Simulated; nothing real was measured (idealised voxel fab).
The name of this process module is voxel self aligned contacts.
Square cell edge 5 nm, section width 230 nm, ID cut.
Format of a cross-section: grid, square cells. Given as bands. Order: top down. Band: one or more rows of cells.
This entry defines a band. It first specifies the height of the band's top and the height of its bottom in nm, and then specifies the band's materials from left to right, stating each material with its width in nm. The word "throughout" identifies a single material that fills the band from edge to edge, while the word "air" identifies empty space.
Heights are measured from 0, the level below which the as-received wafer is all one material; the lowest band has no bottom and continues downward, written as in "z 0 and below".
A width given as "30..40" starts at the first number in the band's top row and ends at the second number in its bottom row, shifting by an equal amount at every step from row to row.
Step note "changes: none" = no cross-section cell changed.
Closed-off voids of 8+ cells (no open route to the top) go in "Closed cavity list", written width x height at distance from the left edge, in nm.
It should be noted that, on the line of a given step, the content following the step's settings is a remark produced by the simulator itself with respect to that step.
overlay nm: mask offset rightward from planned place, masked step; negative means leftward offset.

# These are the steps we planned for the process
| 1 | RECEIVE [material Si] |
| 2 | OXIDIZE [depth nm 5] |
| 3 | DIRECTIONAL_DEP [material polySi] [thk nm 20] |
| 4 | DIRECTIONAL_DEP [material SiN] [thk nm 25] |
| 5 | PATTERN [tone cover] [mask id GATE] [material resist] [width nm 35] [pitch nm 70] [thk nm 15] [overlay nm 0] |
| 6 | DIRECTIONAL_ETCH [etch materials SiN] [depth nm 25] |
| 7 | DIRECTIONAL_ETCH [etch materials polySi] [depth nm 20] |
| 8 | STRIP [etch materials resist] |
| 9 | CONFORMAL_DEP [material SiN] [thk nm 10] |
| 10 | DIRECTIONAL_ETCH [etch materials SiN] [depth nm 10] |
| 11 | FILL_DEP [material SiO2] [thk nm 10] |
| 12 | CMP [height nm 50] |
| 13 | DIRECTIONAL_DEP [material aC] [thk nm 15] |
| 14 | PATTERN [tone open] [mask id CONTACT] [material resist] [width nm 55] [pitch nm 70] [thk nm 35] [overlay nm 0] |
| 15 | DIRECTIONAL_ETCH [etch materials aC] [depth nm 15] |
| 16 | STRIP [etch materials resist] |
| 17 | DIRECTIONAL_ETCH [etch materials SiO2] [depth nm 55] |
| 18 | STRIP [etch materials aC] |
| 19 | CONFORMAL_DEP [material TiN] [thk nm 5] |
| 20 | FILL_DEP [material W] [thk nm 5] |
| 21 | CMP [height nm 50] |
| 22 | CONFORMAL_DEP [material SiN] [thk nm 5] |

# The first wafer of two, processed as planned

# Here's what the wafer looked like in cross-section when it arrived - that's after step 1
    z 0 and below  Si throughout
    Closed cavity list: none

# After step 2: wafer cross-section
    z 0 to -5  SiO2 throughout
    Note: structure below -5 unchanged.

# After step 3: wafer cross-section
    z 20 to 0  polySi throughout
    Note: structure below 0 unchanged.

# After step 4: wafer cross-section
    z 45 to 20  SiN throughout
    Note: structure below 20 unchanged.

# After step 5: wafer cross-section
    z 60 to 45  air 25 / resist 35 / air 35 / resist 35 / air 35 / resist 35 / air 30
    Note: structure below 45 unchanged.

# After step 6: wafer cross-section
    z 60 to 45  air 25 / resist 35 / air 35 / resist 35 / air 35 / resist 35 / air 30
    z 45 to 20  air 25 / SiN 35 / air 35 / SiN 35 / air 35 / SiN 35 / air 30
    Note: structure below 20 unchanged.

# After step 7: wafer cross-section
    z 60 to 45  air 25 / resist 35 / air 35 / resist 35 / air 35 / resist 35 / air 30
    z 45 to 20  air 25 / SiN 35 / air 35 / SiN 35 / air 35 / SiN 35 / air 30
    z 20 to 0  air 25 / polySi 35 / air 35 / polySi 35 / air 35 / polySi 35 / air 30
    Note: structure below 0 unchanged.

# After step 8: wafer cross-section
    z 45 to 20  air 25 / SiN 35 / air 35 / SiN 35 / air 35 / SiN 35 / air 30
    Note: structure below 20 unchanged.

# After step 9: wafer cross-section
    z 55 to 20  air 15 / SiN 55 / air 15 / SiN 55 / air 15 / SiN 55 / air 20
    z 20 to 10  air 15 / SiN 10 / polySi 35 / SiN 10 / air 15 / SiN 10 / polySi 35 / SiN 10 / air 15 / SiN 10 / polySi 35 / SiN 10 / air 20
    z 10 to 0  SiN 25 / polySi 35 / SiN 35 / polySi 35 / SiN 35 / polySi 35 / SiN 30
    Note: structure below 0 unchanged.

# After step 10: wafer cross-section
    z 45 to 20  air 15 / SiN 55 / air 15 / SiN 55 / air 15 / SiN 55 / air 20
    z 20 to 0  air 15 / SiN 10 / polySi 35 / SiN 10 / air 15 / SiN 10 / polySi 35 / SiN 10 / air 15 / SiN 10 / polySi 35 / SiN 10 / air 20
    Note: structure below 0 unchanged.

# After step 11: wafer cross-section
    z 55 to 45  SiO2 throughout
    z 45 to 20  SiO2 15 / SiN 55 / SiO2 15 / SiN 55 / SiO2 15 / SiN 55 / SiO2 20
    z 20 to 0  SiO2 15 / SiN 10 / polySi 35 / SiN 10 / SiO2 15 / SiN 10 / polySi 35 / SiN 10 / SiO2 15 / SiN 10 / polySi 35 / SiN 10 / SiO2 20
    Note: structure below 0 unchanged.

# After step 12: wafer cross-section
    z 50 to 45  SiO2 throughout
    Note: structure below 45 unchanged.

# After step 13: wafer cross-section
    z 65 to 50  aC throughout
    Note: structure below 50 unchanged.

# After step 14: wafer cross-section
    z 100 to 65  resist 50 / air 55 / resist 15 / air 55 / resist 55
    Note: structure below 65 unchanged.

# After step 15: wafer cross-section
    z 85 to 65  resist 50 / air 55 / resist 15 / air 55 / resist 55
    z 65 to 50  aC 50 / air 55 / aC 15 / air 55 / aC 55
    Note: structure below 50 unchanged.

# After step 16: wafer cross-section
    z 65 to 50  aC 50 / air 55 / aC 15 / air 55 / aC 55
    Note: structure below 50 unchanged.

# After step 17: wafer cross-section
    z 65 to 50  aC 50 / air 55 / aC 15 / air 55 / aC 55
    z 50 to 45  SiO2 50 / air 55 / SiO2 15 / air 55 / SiO2 55
    z 45 to 20  SiO2 15 / SiN 55 / air 15 / SiN 55 / air 15 / SiN 55 / SiO2 20
    z 20 to 0  SiO2 15 / SiN 10 / polySi 35 / SiN 10 / air 15 / SiN 10 / polySi 35 / SiN 10 / air 15 / SiN 10 / polySi 35 / SiN 10 / SiO2 20
    z 0 to -5  SiO2 70 / air 15 / SiO2 55 / air 15 / SiO2 75
    Note: structure below -5 unchanged.

# After step 18: wafer cross-section
    z 50 to 45  SiO2 50 / air 55 / SiO2 15 / air 55 / SiO2 55
    Note: structure below 45 unchanged.

# After step 19: wafer cross-section
    z 55 to 50  TiN 55 / air 45 / TiN 25 / air 45 / TiN 60
    z 50 to 45  SiO2 50 / TiN 25 / air 5 / TiN 25 / SiO2 15 / TiN 25 / air 5 / TiN 25 / SiO2 55
    z 45 to 20  SiO2 15 / SiN 55 / TiN 5 / air 5 / TiN 5 / SiN 55 / TiN 5 / air 5 / TiN 5 / SiN 55 / SiO2 20
    z 20 to 0  SiO2 15 / SiN 10 / polySi 35 / SiN 10 / TiN 5 / air 5 / TiN 5 / SiN 10 / polySi 35 / SiN 10 / TiN 5 / air 5 / TiN 5 / SiN 10 / polySi 35 / SiN 10 / SiO2 20
    z 0 to -5  SiO2 70 / TiN 15 / SiO2 55 / TiN 15 / SiO2 75
    Note: structure below -5 unchanged.

# After step 20: wafer cross-section
    z 60 to 55  W throughout
    z 55 to 50  TiN 55 / W 45 / TiN 25 / W 45 / TiN 60
    z 50 to 45  SiO2 50 / TiN 25 / W 5 / TiN 25 / SiO2 15 / TiN 25 / W 5 / TiN 25 / SiO2 55
    z 45 to 20  SiO2 15 / SiN 55 / TiN 5 / W 5 / TiN 5 / SiN 55 / TiN 5 / W 5 / TiN 5 / SiN 55 / SiO2 20
    z 20 to 0  SiO2 15 / SiN 10 / polySi 35 / SiN 10 / TiN 5 / W 5 / TiN 5 / SiN 10 / polySi 35 / SiN 10 / TiN 5 / W 5 / TiN 5 / SiN 10 / polySi 35 / SiN 10 / SiO2 20
    Note: structure below 0 unchanged.

# After step 21: wafer cross-section
    z 50 to 45  SiO2 50 / TiN 25 / W 5 / TiN 25 / SiO2 15 / TiN 25 / W 5 / TiN 25 / SiO2 55
    Note: structure below 45 unchanged.

# After step 22: wafer cross-section
    z 55 to 50  SiN throughout
    Note: structure below 50 unchanged.

# Companion wafer, the second of two: same beginning, same intended sequence, one mistake in carrying it out; through step 3 inclusive it tracks the first exactly

# when step 4 should have ended
    z 70 to 20  SiN throughout
    Note: structure below 20 unchanged.

# when step 5 should have ended
    z 85 to 70  air 25 / resist 35 / air 35 / resist 35 / air 35 / resist 35 / air 30
    Note: structure below 70 unchanged.

# when step 6 should have ended
    z 85 to 70  air 25 / resist 35 / air 35 / resist 35 / air 35 / resist 35 / air 30
    z 70 to 45  air 25 / SiN 35 / air 35 / SiN 35 / air 35 / SiN 35 / air 30
    Note: structure below 45 unchanged.

when step 7 should have ended: changes: none

# when step 8 should have ended
    z 70 to 45  air 25 / SiN 35 / air 35 / SiN 35 / air 35 / SiN 35 / air 30
    Note: structure below 45 unchanged.

# when step 9 should have ended
    z 80 to 55  air 15 / SiN 55 / air 15 / SiN 55 / air 15 / SiN 55 / air 20
    z 55 to 20  SiN throughout
    Note: structure below 20 unchanged.

# when step 10 should have ended
    z 70 to 45  air 15 / SiN 55 / air 15 / SiN 55 / air 15 / SiN 55 / air 20
    Note: structure below 45 unchanged.

# when step 11 should have ended
    z 80 to 70  SiO2 throughout
    z 70 to 45  SiO2 15 / SiN 55 / SiO2 15 / SiN 55 / SiO2 15 / SiN 55 / SiO2 20
    Note: structure below 45 unchanged.

# when step 12 should have ended
    z 50 to 45  SiO2 15 / SiN 55 / SiO2 15 / SiN 55 / SiO2 15 / SiN 55 / SiO2 20
    Note: structure below 45 unchanged.

# when step 13 should have ended
    z 65 to 50  aC throughout
    Note: structure below 50 unchanged.

# when step 14 should have ended
    z 100 to 65  resist 50 / air 55 / resist 15 / air 55 / resist 55
    Note: structure below 65 unchanged.

# when step 15 should have ended
    z 85 to 65  resist 50 / air 55 / resist 15 / air 55 / resist 55
    z 65 to 50  aC 50 / air 55 / aC 15 / air 55 / aC 55
    Note: structure below 50 unchanged.

# when step 16 should have ended
    z 65 to 50  aC 50 / air 55 / aC 15 / air 55 / aC 55
    Note: structure below 50 unchanged.

# when step 17 should have ended
    z 65 to 50  aC 50 / air 55 / aC 15 / air 55 / aC 55
    z 50 to 45  SiO2 15 / SiN 55 / air 15 / SiN 55 / air 15 / SiN 55 / SiO2 20
    Note: structure below 45 unchanged.

# when step 18 should have ended
    z 50 to 45  SiO2 15 / SiN 55 / air 15 / SiN 55 / air 15 / SiN 55 / SiO2 20
    Note: structure below 45 unchanged.

# when step 19 should have ended
    z 55 to 50  TiN 75 / air 5 / TiN 65 / air 5 / TiN 80
    z 50 to 45  SiO2 15 / SiN 55 / TiN 15 / SiN 55 / TiN 15 / SiN 55 / SiO2 20
    Note: structure below 45 unchanged.

# when step 20 should have ended
    z 60 to 55  W throughout
    z 55 to 50  TiN 75 / W 5 / TiN 65 / W 5 / TiN 80
    Note: structure below 50 unchanged.

# when step 21 should have ended
    z 50 to 45  SiO2 15 / SiN 55 / TiN 15 / SiN 55 / TiN 15 / SiN 55 / SiO2 20
    Note: structure below 45 unchanged.

# when step 22 should have ended
    z 55 to 50  SiN throughout
    Note: structure below 50 unchanged.
Heads up, the wafer didn't run the way we planned it: step 4 of the plan saw execution twice
It is noted that, at the conclusion of processing, the second wafer exhibits a higher or lower cell count for certain materials relative to the first: +50 SiN | -74 SiO2 | -56 TiN | -20 W | +100 polySi
